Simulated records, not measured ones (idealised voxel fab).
Process module, titled voxel transistor to metal
We display cut, a cross-section 190 nm in width whose square cells are each 5 nm.
Bands, listed from the top down, are how a cross-section gets written in this document; the cross-section itself is a grid of square cells, and a band is one or more rows of them.
It is stipulated that each band's entry specify, in nanometres, the height of the top of the band and then that of its bottom, followed by the materials of the band in left-to-right sequence, each together with its width in nanometres. A single material marked by the word "full width" is understood to fill the band from edge to edge; the word "air" is understood to denote empty space.
All heights in this document are referenced to 0, defined as the level beneath which the wafer, as received, consists entirely of one material. The lowest band is not bounded below; it extends indefinitely downward and is written in the form "0..down".
Graded width ("30 to 40"): value in top row of band = first number; value in bottom row = second number; row-to-row change constant.
What does "nothing different" mean for a step? It means no cell of the cross-section changed in that step.
"Closed-off voids": empty spaces of 8 cells or more with no open way to the top, each given as width x height at distance, distance from the left edge, all in nm.
If you see something after the settings on a step's line, that's the simulator's own remark about that step.
overlay nm: mask right of planned place by this much (step with mask). Neg. = left.
Steps in the process plan:
1 RECEIVE, material Si
2 OXIDIZE, depth nm 5
3 CONFORMAL_DEP, material SiN, thk nm 15
4 PATTERN, tone cover, mask id ACTIVE, material resist, width nm 115, thk nm 20, overlay nm 0
5 DIRECTIONAL_ETCH, etch materials SiN, depth nm 15
6 DIRECTIONAL_ETCH, etch materials SiO2, depth nm 5
7 DIRECTIONAL_ETCH, etch materials Si, depth nm 30
8 STRIP, etch materials resist
9 OXIDIZE, depth nm 5
10 FILL_DEP, material SiO2, thk nm 15
11 CMP, height nm 15
12 SELECTIVE_ETCH, etch materials SiO2, depth nm 15
13 STRIP, etch materials SiN
14 SELECTIVE_ETCH, etch materials SiO2, depth nm 5
15 OXIDIZE, depth nm 5
16 DIRECTIONAL_DEP, material polySi, thk nm 20
17 DIRECTIONAL_DEP, material SiCN, thk nm 15
18 DIRECTIONAL_DEP, material aC, thk nm 15
19 PATTERN, tone cover, mask id GATE, material resist, width nm 35, thk nm 35, overlay nm 0
20 DIRECTIONAL_ETCH, etch materials aC, depth nm 15
21 STRIP, etch materials resist
22 DIRECTIONAL_ETCH, etch materials SiCN, depth nm 25
23 DIRECTIONAL_ETCH, etch materials polySi, depth nm 30
24 STRIP, etch materials aC
25 CONFORMAL_DEP, material SiN, thk nm 10
26 DIRECTIONAL_ETCH, etch materials SiN, depth nm 10
27 DIRECTIONAL_ETCH, etch materials SiO2, depth nm 5
28 DIRECTIONAL_ETCH, etch materials Si, depth nm 15
29 EPI, material SiGe, thk nm 15
30 FILL_DEP, material SiO2, thk nm 5
31 CMP, height nm 15
32 STRIP, etch materials polySi
33 SELECTIVE_ETCH, etch materials SiO2, depth nm 5
34 CONFORMAL_DEP, material HfO2, thk nm 5
35 CONFORMAL_DEP, material TiN, thk nm 5
36 FILL_DEP, material W, thk nm 10
37 CMP, height nm 10
38 DIRECTIONAL_DEP, material SiO2, thk nm 10
39 DIRECTIONAL_DEP, material aC, thk nm 15
40 PATTERN, tone open, mask id CONTACT, material resist, width nm 15, pitch nm 80, thk nm 30, overlay nm 0
41 DIRECTIONAL_ETCH, etch materials aC, depth nm 15
42 STRIP, etch materials resist
43 DIRECTIONAL_ETCH, etch materials SiO2, depth nm 30
44 STRIP, etch materials aC
45 CONFORMAL_DEP, material TiN, thk nm 5
46 FILL_DEP, material Ru, thk nm 5
47 CMP, height nm 20
48 CONFORMAL_DEP, material SiCN, thk nm 5
49 DIRECTIONAL_DEP, material SiO2, thk nm 25
50 MASKED_ETCH, tone open, mask id METAL_1, width nm 15, pitch nm 80, etch materials SiO2, depth nm 25, overlay nm 0
51 MASKED_ETCH, tone open, mask id METAL_1, width nm 15, pitch nm 80, etch materials SiCN, depth nm 5, overlay nm 0
52 CONFORMAL_DEP, material TiN, thk nm 5
53 FILL_DEP, material Cu, thk nm 10
54 CMP, height nm 50
55 CONFORMAL_DEP, material SiCN, thk nm 5
This is the cross-section of the wafer as we received it, i.e. after step 1:
0..down | Si full width
Closed-off voids: none
What the wafer looks like in cross-section after this module, when it starts as shown above and follows the plan above but one mistake is made in running it:
55..50 | SiCN full width
50..30 | 45 of SiO2 | 5 of TiN | 5 of Cu | 5 of TiN | 65 of SiO2 | 5 of TiN | 5 of Cu | 5 of TiN | 50 of SiO2
30..25 | 45 of SiO2 | 15 of TiN | 65 of SiO2 | 15 of TiN | 50 of SiO2
25..20 | SiO2 full width
20..10 | 45 of SiO2 | 5 of TiN | 5 of Ru | 5 of TiN | 65 of SiO2 | 5 of TiN | 5 of Ru | 5 of TiN | 50 of SiO2
10..5 | 45 of SiO2 | 15 of TiN | 5 of SiO2 | 10 of SiN | 5 of HfO2 | 5 of TiN | 15 of W | 5 of TiN | 5 of HfO2 | 10 of SiN | 5 of SiO2 | 15 of TiN | 50 of SiO2
5..0 | 45 of SiO2 | 5 of TiN | 15 of SiGe | 10 of SiN | 5 of HfO2 | 5 of TiN | 15 of W | 5 of TiN | 5 of HfO2 | 10 of SiN | 15 of SiGe | 5 of TiN | 50 of SiO2
0..-5 | 45 of SiO2 | 5 of TiN | 15 of SiGe | 10 of SiN | 5 of HfO2 | 25 of TiN | 5 of HfO2 | 10 of SiN | 15 of SiGe | 5 of TiN | 50 of SiO2
-5..-10 | 45 of SiO2 | 5 of TiN | 15 of SiGe | 5 of SiO2 | 45 of HfO2 | 5 of SiO2 | 15 of SiGe | 5 of TiN | 50 of SiO2
-10..-25 | 40 of SiO2 | 25 of SiGe | 55 of Si | 25 of SiGe | 45 of SiO2
-25..-40 | 40 of SiO2 | 105 of Si | 45 of SiO2
-40..down | Si full width
Closed-off voids: none
What was the processing mistake? step 48 was run on a setting that differed from the plan, and what really ran there is CONFORMAL_DEP, material SiO2, thk nm 5
